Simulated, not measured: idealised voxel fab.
The name of this process module is voxel capacitor over wiring.
Pictured: cross-section cut, 230 nm wide, on a grid of 5 nm square cells.
Cross-section, as written here: a square-cell grid given band by band from the top down, where a band holds one or more rows of cells.
Top, bottom (nm), then materials left to right with widths (nm); lone material tagged "everywhere" fills the whole band edge to edge; "air" = empty space.
Counting heights begins at 0, where everything beneath is, in the wafer as received, one material. The lowest band has no bottom; it goes on downwards, as "0 down" shows.
Quick explanation for "30 to 40": the width changes in equal steps down the rows of cells, from the first number in the band's top row to the second number in its bottom row.
"no alteration", as given for a step, is the statement that not any cell of the cross-section underwent a change during that step.
Entry "Internal closed voids" = empty spaces >= 8 cells with no open way to the top; each as width x height at distance, distance from left edge, all nm.
Note: text after step settings on the step line = simulator remark on that step.
What "overlay nm" on a step's line means: if the step has a mask, that mask lay this far to the right of its planned place, or, when the value is negative, to the left.

Set out below are the planned steps of the process
1) RECEIVE (material Si)
2) CONFORMAL_DEP (material SiO2; thk nm 10)
3) CONFORMAL_DEP (material SiN; thk nm 5)
4) DIRECTIONAL_DEP (material SiO2; thk nm 25)
5) DIRECTIONAL_DEP (material aC; thk nm 10)
6) PATTERN (tone open; mask id METAL_1; material resist; width nm 20; pitch nm 90; thk nm 30; overlay nm 0)
7) DIRECTIONAL_ETCH (etch materials aC; depth nm 10)
8) STRIP (etch materials resist)
9) DIRECTIONAL_ETCH (etch materials SiO2; depth nm 25)
10) DIRECTIONAL_ETCH (etch materials SiN; depth nm 5)
11) STRIP (etch materials aC)
12) CONFORMAL_DEP (material TiN; thk nm 5)
13) FILL_DEP (material Cu; thk nm 5)
14) CMP (height nm 40)
15) CONFORMAL_DEP (material SiCN; thk nm 5)
16) DIRECTIONAL_DEP (material lowk; thk nm 20)
17) DIRECTIONAL_DEP (material aC; thk nm 10)
18) PATTERN (tone open; mask id PLUG_1; material resist; width nm 15; thk nm 25; overlay nm -15)
19) DIRECTIONAL_ETCH (etch materials aC; depth nm 10)
20) STRIP (etch materials resist)
21) DIRECTIONAL_ETCH (etch materials lowk; depth nm 20)
22) DIRECTIONAL_ETCH (etch materials SiCN; depth nm 5)
23) STRIP (etch materials aC)
24) CONFORMAL_DEP (material TiN; thk nm 5)
25) FILL_DEP (material W; thk nm 10)
26) CMP (height nm 65)
27) DIRECTIONAL_DEP (material TiN; thk nm 10)
28) DIRECTIONAL_DEP (material HfO2; thk nm 5)
29) DIRECTIONAL_DEP (material TiN; thk nm 5)
30) DIRECTIONAL_DEP (material aC; thk nm 15)
31) PATTERN (tone cover; mask id UPPER_PLATE; material resist; width nm 75; thk nm 35; overlay nm 0)
32) DIRECTIONAL_ETCH (etch materials aC; depth nm 15)
33) STRIP (etch materials resist)
34) DIRECTIONAL_ETCH (etch materials TiN; depth nm 5)
35) DIRECTIONAL_ETCH (etch materials HfO2; depth nm 5)
36) STRIP (etch materials aC)
37) PATTERN (tone cover; mask id LOWER_PLATE; material resist; width nm 85; thk nm 20; overlay nm 0)
38) DIRECTIONAL_ETCH (etch materials TiN; depth nm 10)
39) STRIP (etch materials resist)
40) FILL_DEP (material SiO2; thk nm 15)
41) CMP (height nm 95)
42) MASKED_ETCH (tone open; mask id PLUG_2; width nm 15; etch materials SiO2; depth nm 10; overlay nm 0)
43) CONFORMAL_DEP (material TiN; thk nm 5)
44) FILL_DEP (material W; thk nm 10)
45) CMP (height nm 95)
46) CONFORMAL_DEP (material SiN; thk nm 5)
varied across the wafers: overlay nm of step 18. The plan shows the first wafer's value. All wafers start alike

Cross-section, first of several wafers, as delivered after step 1
    0 down  Si everywhere
    Internal closed voids: none

Post step 46, the closing step of the module: first of several wafers, cross-sectioned
    100 to 95  SiN everywhere
    95 to 90  75 SiO2 | 5 TiN | 5 W | 5 TiN | 140 SiO2
    90 to 80  75 to 65 SiO2 | 15 to 75 TiN | 140 to 90 SiO2
    80 to 75  65 SiO2 | 75 HfO2 | 90 SiO2
    75 to 65  60 SiO2 | 85 TiN | 85 SiO2
    65 to 45  50 lowk | 5 TiN | 5 W | 5 TiN | 165 lowk
    45 to 40  50 SiCN | 15 TiN | 165 SiCN
    40 to 15  60 SiO2 | 5 TiN | 10 Cu | 5 TiN | 70 SiO2 | 5 TiN | 10 Cu | 5 TiN | 60 SiO2
    15 to 10  60 SiN | 20 TiN | 70 SiN | 20 TiN | 60 SiN
    10 to 0  SiO2 everywhere
    0 down  Si everywhere
    Internal closed voids: none

Cross-section, last wafer, module completion
    100 to 95  SiN everywhere
    95 to 90  75 SiO2 | 5 TiN | 5 W | 5 TiN | 140 SiO2
    90 to 80  75 to 65 SiO2 | 15 to 75 TiN | 140 to 90 SiO2
    80 to 75  65 SiO2 | 75 HfO2 | 90 SiO2
    75 to 65  60 SiO2 | 85 TiN | 85 SiO2
    65 to 45  80 lowk | 5 TiN | 5 W | 5 TiN | 135 lowk
    45 to 40  80 SiCN | 15 TiN | 135 SiCN
    40 to 15  60 SiO2 | 5 TiN | 10 Cu | 5 TiN | 70 SiO2 | 5 TiN | 10 Cu | 5 TiN | 60 SiO2
    15 to 10  60 SiN | 20 TiN | 70 SiN | 20 TiN | 60 SiN
    10 to 0  SiO2 everywhere
    0 down  Si everywhere
    Internal closed voids: none

Each row below is a wafer at the end of the module, listing for every material the number of cells it has gained (+) or lost (-) since it was received, followed by its closed voids
overlay nm -15; +20 Cu; +15 HfO2; +43 SiCN; +84 SiN; +488 SiO2; +93 TiN; +5 W; +172 lowk; Internal closed voids: none
overlay nm -10; +20 Cu; +15 HfO2; +43 SiCN; +84 SiN; +488 SiO2; +93 TiN; +5 W; +172 lowk; Internal closed voids: none
overlay nm -5; +20 Cu; +15 HfO2; +43 SiCN; +84 SiN; +488 SiO2; +93 TiN; +5 W; +172 lowk; Internal closed voids: none
overlay nm 0; +20 Cu; +15 HfO2; +43 SiCN; +84 SiN; +488 SiO2; +93 TiN; +5 W; +172 lowk; Internal closed voids: none
overlay nm 5; +20 Cu; +15 HfO2; +43 SiCN; +84 SiN; +488 SiO2; +93 TiN; +5 W; +172 lowk; Internal closed voids: none
overlay nm 10; +20 Cu; +15 HfO2; +43 SiCN; +84 SiN; +488 SiO2; +93 TiN; +5 W; +172 lowk; Internal closed voids: none
overlay nm 15; +20 Cu; +15 HfO2; +43 SiCN; +84 SiN; +488 SiO2; +93 TiN; +5 W; +172 lowk; Internal closed voids: none
